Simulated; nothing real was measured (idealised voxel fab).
Title: Process Module voxel capacitor over wiring
Shown is cross-section cut, with a width of 200 nm and square cells of size 5 nm.
Cross-section format: a grid of square cells, given as bands from top to bottom; each band is one or more rows of cells.
Within each band entry, the heights of the top and of the bottom of the band appear first, in that order and in nm; the materials of the band then follow from left to right, each with its corresponding width in nm. The designation "throughout" on a single material indicates that it fills the band from edge to edge; the designation "air" indicates empty space.
Note: height 0 marks the level under which the wafer is uniformly one material as received. Lowest band unbounded below, written "top 0, no bottom".
The width entry "30..40" should be interpreted row by row: the top row of cells in the band takes the first number, the bottom row takes the second number, and the change between adjacent rows is uniform throughout.
The designation "no change occurred", where it is given for a processing step, indicates that no cell of the cross-section was altered in the course of that step.
Closed internal voids: empty space of 8 cells or more with no open way to the top, each as width x height at its distance from the left edge, in nm
It should be noted that, on the line of a given step, the content following the step's settings is a remark produced by the simulator itself with respect to that step.
overlay nm: mask offset rightward from planned place, masked step; negative means leftward offset.

The following list gives the planned process steps
1 op RECEIVE | material Si
2 op CONFORMAL_DEP | material SiO2 | thk nm 10
3 op DIRECTIONAL_DEP | material TiN | thk nm 5
4 op DIRECTIONAL_DEP | material W | thk nm 15
5 op MASKED_ETCH | tone cover | mask id METAL_1 | width nm 30 | pitch nm 90 | etch materials W | depth nm 15 | overlay nm 0
6 op MASKED_ETCH | tone cover | mask id METAL_1 | width nm 30 | pitch nm 90 | etch materials TiN | depth nm 5 | overlay nm 0
7 op CONFORMAL_DEP | material SiCN | thk nm 5
8 op FILL_DEP | material lowk | thk nm 10
9 op CMP | height nm 30
10 op CONFORMAL_DEP | material SiCN | thk nm 5
11 op DIRECTIONAL_DEP | material lowk | thk nm 10
12 op PATTERN | tone open | mask id PLUG_1 | material resist | width nm 15 | thk nm 15 | overlay nm 0
13 op DIRECTIONAL_ETCH | etch materials lowk | depth nm 10
14 op DIRECTIONAL_ETCH | etch materials SiCN | depth nm 5
15 op STRIP | etch materials resist
16 op EPI | material Ru | thk nm 10
17 op EPI | material Ru | thk nm 5
18 op DIRECTIONAL_DEP | material TiN | thk nm 5
19 op DIRECTIONAL_DEP | material HfO2 | thk nm 5
20 op DIRECTIONAL_DEP | material TiN | thk nm 10
21 op DIRECTIONAL_DEP | material aC | thk nm 10
22 op PATTERN | tone cover | mask id UPPER_PLATE | material resist | width nm 65 | thk nm 25 | overlay nm 0
23 op DIRECTIONAL_ETCH | etch materials aC | depth nm 10
24 op STRIP | etch materials resist
25 op DIRECTIONAL_ETCH | etch materials TiN | depth nm 10
26 op DIRECTIONAL_ETCH | etch materials HfO2 | depth nm 5
27 op STRIP | etch materials aC
28 op PATTERN | tone cover | mask id LOWER_PLATE | material resist | width nm 75 | thk nm 20 | overlay nm 0
29 op DIRECTIONAL_ETCH | etch materials TiN | depth nm 5
30 op STRIP | etch materials resist
31 op FILL_DEP | material SiO2 | thk nm 20
32 op CMP | height nm 80
33 op DIRECTIONAL_DEP | material aC | thk nm 10
34 op PATTERN | tone open | mask id PLUG_2 | material resist | width nm 15 | thk nm 30 | overlay nm 0
35 op DIRECTIONAL_ETCH | etch materials aC | depth nm 10
36 op STRIP | etch materials resist
37 op DIRECTIONAL_ETCH | etch materials SiO2 | depth nm 15
38 op STRIP | etch materials aC
39 op CONFORMAL_DEP | material TiN | thk nm 5
40 op FILL_DEP | material Cu | thk nm 5
41 op CMP | height nm 80
42 op CONFORMAL_DEP | material SiCN | thk nm 5

Delivered wafer in cross-section: state after step 1
  top 0, no bottom | Si throughout
  Closed internal voids: none

The plan above was carried out on the starting structure above with one mistake, and this cross-section shows the wafer at the end of the module
  top 85, bottom 80 | SiCN throughout
  top 80, bottom 70 | SiO2=65, then TiN=5, then Cu=5, then TiN=5, then SiO2=120
  top 70, bottom 60 | SiO2=65..70, then TiN=15..50, then SiO2=120..80
  top 60, bottom 55 | SiO2=55, then TiN=65, then SiO2=80
  top 55, bottom 50 | SiO2=55, then TiN=15, then HfO2=50, then SiO2=80
  top 50, bottom 45 | SiO2=50, then TiN=5, then HfO2=15, then TiN=55, then SiO2=75
  top 45, bottom 40 | SiCN=55, then TiN=15, then SiCN=130
  top 40, bottom 30 | lowk throughout
  top 30, bottom 15 | lowk=35, then SiCN=5, then W=30, then SiCN=5, then lowk=50, then SiCN=5, then W=30, then SiCN=5, then lowk=35
  top 15, bottom 10 | SiCN=40, then TiN=30, then SiCN=60, then TiN=30, then SiCN=40
  top 10, bottom 0 | SiO2 throughout
  top 0, no bottom | Si throughout
  Closed internal voids: none
Processing error: order of steps 10 and 11 inverted relative to the plan
